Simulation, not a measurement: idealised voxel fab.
Herein follows the process module entitled voxel wiring stack.
Section shown: cut. Width: 280 nm. Cell size: 5 nm, square.
Each cross-section below is a grid of square cells, stated as bands in top-down order, with one or more rows of cells making up each band. For a band, the entry starts with two heights in nm, that of the top and then that of the bottom, and carries on with the band's materials in order from left to right, each alongside its width in nm; the word "throughout" beside a single material means it fills the band edge to edge, and "empty" means empty space. A quick word on heights: they are counted from 0, and under that level the wafer as it came to us is one material throughout. The lowest band is different from the rest in having no bottom; it simply continues downward, written as in "0 -> down". You'd read "30->40" like this: the band's top row of cells is as wide as the first number, its bottom row is as wide as the second, and going down, every row changes width by the same amount as the row before did. The designation "identical to before", where it is given for a processing step, indicates that no cell of the cross-section was altered in the course of that step. Entry "Closed-off voids". Content: empty spaces with no open connection to the top, size 8 cells or greater. Each: width x height at distance. Distance: from left edge. Unit: nm. That trailing text on a step's line, after the settings, is the simulator's own remark on the step. For masked steps, "overlay nm" on the step line gives how far right of plan the mask actually lay; a minus sign means it lay to the left.
## These are the steps we planned for the process
- 1: RECEIVE (material Si)
- 2: CONFORMAL_DEP (material SiO2; thk nm 10)
- 3: CONFORMAL_DEP (material SiN; thk nm 5)
- 4: DIRECTIONAL_DEP (material lowk; thk nm 15)
- 5: PATTERN (tone open; mask id METAL_1; material resist; width nm 20; pitch nm 35; thk nm 15; overlay nm 0)
- 6: DIRECTIONAL_ETCH (etch materials lowk; depth nm 15)
- 7: DIRECTIONAL_ETCH (etch materials SiN; depth nm 5)
- 8: STRIP (etch materials resist)
- 9: CONFORMAL_DEP (material TiN; thk nm 5)
- 10: FILL_DEP (material Ru; thk nm 5)
- 11: CMP (height nm 30)
- 12: CONFORMAL_DEP (material SiCN; thk nm 5)
- 13: DIRECTIONAL_DEP (material lowk; thk nm 30)
- 14: PATTERN (tone open; mask id METAL_2_HOLES; material resist; width nm 15; pitch nm 35; thk nm 20; overlay nm 0)
- 15: DIRECTIONAL_ETCH (etch materials lowk; depth nm 30)
- 16: STRIP (etch materials resist)
- 17: DIRECTIONAL_DEP (material aC; thk nm 10)
- 18: PATTERN (tone open; mask id METAL_2; material resist; width nm 20; pitch nm 35; thk nm 30; overlay nm 0)
- 19: DIRECTIONAL_ETCH (etch materials aC; depth nm 10)
- 20: STRIP (etch materials resist)
- 21: DIRECTIONAL_ETCH (etch materials lowk; depth nm 20)
- 22: DIRECTIONAL_ETCH (etch materials SiCN; depth nm 5)
- 23: STRIP (etch materials aC)
- 24: CONFORMAL_DEP (material TiN; thk nm 5)
- 25: FILL_DEP (material Cu; thk nm 10)
- 26: CMP (height nm 65)
- 27: CONFORMAL_DEP (material SiCN; thk nm 5)
- 28: DIRECTIONAL_DEP (material SiO2; thk nm 15)
- 29: MASKED_ETCH (tone open; mask id PLUG_2; width nm 15; pitch nm 35; etch materials SiO2; depth nm 15; overlay nm 0)
- 30: MASKED_ETCH (tone open; mask id PLUG_2; width nm 15; pitch nm 35; etch materials SiCN; depth nm 5; overlay nm 0)
- 31: CONFORMAL_DEP (material TiN; thk nm 5)
- 32: FILL_DEP (material W; thk nm 5)
- 33: CMP (height nm 85)
- 34: CONFORMAL_DEP (material SiN; thk nm 5)
- 35: DIRECTIONAL_DEP (material SiO2; thk nm 15)
- 36: MASKED_ETCH (tone open; mask id METAL_3; width nm 20; pitch nm 35; etch materials SiO2; depth nm 15; overlay nm 0)
- 37: MASKED_ETCH (tone open; mask id METAL_3; width nm 20; pitch nm 35; etch materials SiN; depth nm 5; overlay nm 0)
- 38: CONFORMAL_DEP (material TiN; thk nm 5)
- 39: FILL_DEP (material Ru; thk nm 10)
- 40: CMP (height nm 105)
- 41: CONFORMAL_DEP (material SiCN; thk nm 5)
- 42: DIRECTIONAL_DEP (material lowk; thk nm 30)
- 43: MASKED_ETCH (tone open; mask id METAL_4; width nm 20; pitch nm 35; etch materials lowk; depth nm 15; overlay nm -15)
- 44: MASKED_ETCH (tone open; mask id METAL_4_HOLES; width nm 15; pitch nm 70; etch materials lowk; depth nm 15; overlay nm 0)
- 45: MASKED_ETCH (tone open; mask id METAL_4_HOLES; width nm 15; pitch nm 70; etch materials SiCN; depth nm 5; overlay nm 0)
- 46: CONFORMAL_DEP (material TiN; thk nm 5)
- 47: FILL_DEP (material Ru; thk nm 5)
- 48: CMP (height nm 140)
- 49: CONFORMAL_DEP (material SiN; thk nm 5)
Among the wafers covered here, the point of difference is the overlay nm at step 43; their starting state is shared, and the plan presents the value of the first wafer.
## Cross-section of the first of several wafers as received (after step 1)
    0 -> down: Si throughout
    Closed-off voids: none
## Once step 49, the last step, is complete, the module is at its end; this is the cross-section of the first of several wafers
    145 -> 140: SiN throughout
    140 -> 130: lowk (80); TiN (5); Ru (20); TiN (5); lowk (5); TiN (5); Ru (10); TiN (5); lowk (15); TiN (5); Ru (20); TiN (5); lowk (100)
    130 -> 125: lowk (80); TiN (30); lowk (5); TiN (20); lowk (15); TiN (30); lowk (100)
    125 -> 110: lowk (95); TiN (5); lowk (65); TiN (5); lowk (110)
    110 -> 105: SiCN (95); TiN (5); SiCN (65); TiN (5); SiCN (110)
    105 -> 90: SiO2 (95); TiN (5); Ru (10); TiN (5); SiO2 (15); TiN (5); Ru (10); TiN (5); SiO2 (15); TiN (5); Ru (10); TiN (5); SiO2 (95)
    90 -> 85: SiN (95); TiN (20); SiN (15); TiN (20); SiN (15); TiN (20); SiN (95)
    85 -> 70: SiO2 (95); TiN (5); W (5); TiN (5); SiO2 (20); TiN (5); W (5); TiN (5); SiO2 (20); TiN (5); W (5); TiN (5); SiO2 (100)
    70 -> 65: SiCN (95); TiN (15); SiCN (20); TiN (15); SiCN (20); TiN (15); SiCN (100)
    65 -> 50: lowk (95); TiN (5); Cu (10); TiN (5); lowk (15); TiN (5); Cu (10); TiN (5); lowk (15); TiN (5); Cu (10); TiN (5); lowk (95)
    50 -> 45: lowk (95); TiN (5); Cu (5); TiN (10); lowk (15); TiN (5); Cu (5); TiN (10); lowk (15); TiN (5); Cu (5); TiN (10); lowk (95)
    45 -> 35: lowk (95); TiN (5); Cu (5); TiN (5); lowk (20); TiN (5); Cu (5); TiN (5); lowk (20); TiN (5); Cu (5); TiN (5); lowk (100)
    35 -> 30: SiCN (95); TiN (15); SiCN (20); TiN (15); SiCN (20); TiN (15); SiCN (100)
    30 -> 15: lowk (95); TiN (5); Ru (10); TiN (5); lowk (15); TiN (5); Ru (10); TiN (5); lowk (15); TiN (5); Ru (10); TiN (5); lowk (95)
    15 -> 10: SiN (95); TiN (20); SiN (15); TiN (20); SiN (15); TiN (20); SiN (95)
    10 -> 0: SiO2 throughout
    0 -> down: Si throughout
    Closed-off voids: none
## At the end of the module, the last of several wafers in cross-section
    145 -> 140: SiN throughout
    140 -> 130: lowk (95); TiN (5); Ru (25); TiN (5); lowk (15); TiN (5); Ru (45); TiN (5); lowk (80)
    130 -> 125: lowk (95); TiN (35); lowk (15); TiN (55); lowk (80)
    125 -> 110: lowk throughout
    110 -> 105: SiCN throughout
    105 -> 90: SiO2 (95); TiN (5); Ru (10); TiN (5); SiO2 (15); TiN (5); Ru (10); TiN (5); SiO2 (15); TiN (5); Ru (10); TiN (5); SiO2 (95)
    90 -> 85: SiN (95); TiN (20); SiN (15); TiN (20); SiN (15); TiN (20); SiN (95)
    85 -> 70: SiO2 (95); TiN (5); W (5); TiN (5); SiO2 (20); TiN (5); W (5); TiN (5); SiO2 (20); TiN (5); W (5); TiN (5); SiO2 (100)
    70 -> 65: SiCN (95); TiN (15); SiCN (20); TiN (15); SiCN (20); TiN (15); SiCN (100)
    65 -> 50: lowk (95); TiN (5); Cu (10); TiN (5); lowk (15); TiN (5); Cu (10); TiN (5); lowk (15); TiN (5); Cu (10); TiN (5); lowk (95)
    50 -> 45: lowk (95); TiN (5); Cu (5); TiN (10); lowk (15); TiN (5); Cu (5); TiN (10); lowk (15); TiN (5); Cu (5); TiN (10); lowk (95)
    45 -> 35: lowk (95); TiN (5); Cu (5); TiN (5); lowk (20); TiN (5); Cu (5); TiN (5); lowk (20); TiN (5); Cu (5); TiN (5); lowk (100)
    35 -> 30: SiCN (95); TiN (15); SiCN (20); TiN (15); SiCN (20); TiN (15); SiCN (100)
    30 -> 15: lowk (95); TiN (5); Ru (10); TiN (5); lowk (15); TiN (5); Ru (10); TiN (5); lowk (15); TiN (5); Ru (10); TiN (5); lowk (95)
    15 -> 10: SiN (95); TiN (20); SiN (15); TiN (20); SiN (15); TiN (20); SiN (95)
    10 -> 0: SiO2 throughout
    0 -> down: Si throughout
    Closed-off voids: none
## Heads up, this table goes wafer by wafer. A row tells you, at the end of the module, how many cells of each material that wafer has put on (+) or dropped (-) since it was received, and then its closed voids
overlay nm -15, +27 Cu, +56 Ru, +148 SiCN, +144 SiN, +385 SiO2, +171 TiN, +9 W, +684 lowk, Closed-off voids: none
overlay nm -10, +27 Cu, +52 Ru, +146 SiCN, +144 SiN, +385 SiO2, +177 TiN, +9 W, +684 lowk, Closed-off voids: none
overlay nm -5, +27 Cu, +56 Ru, +144 SiCN, +144 SiN, +385 SiO2, +175 TiN, +9 W, +684 lowk, Closed-off voids: none
overlay nm 0, +27 Cu, +56 Ru, +144 SiCN, +144 SiN, +385 SiO2, +175 TiN, +9 W, +684 lowk, Closed-off voids: none
overlay nm 5, +27 Cu, +52 Ru, +146 SiCN, +144 SiN, +385 SiO2, +177 TiN, +9 W, +684 lowk, Closed-off voids: none
overlay nm 10, +27 Cu, +56 Ru, +148 SiCN, +144 SiN, +385 SiO2, +171 TiN, +9 W, +684 lowk, Closed-off voids: none
overlay nm 15, +27 Cu, +64 Ru, +150 SiCN, +144 SiN, +385 SiO2, +161 TiN, +9 W, +684 lowk, Closed-off voids: none
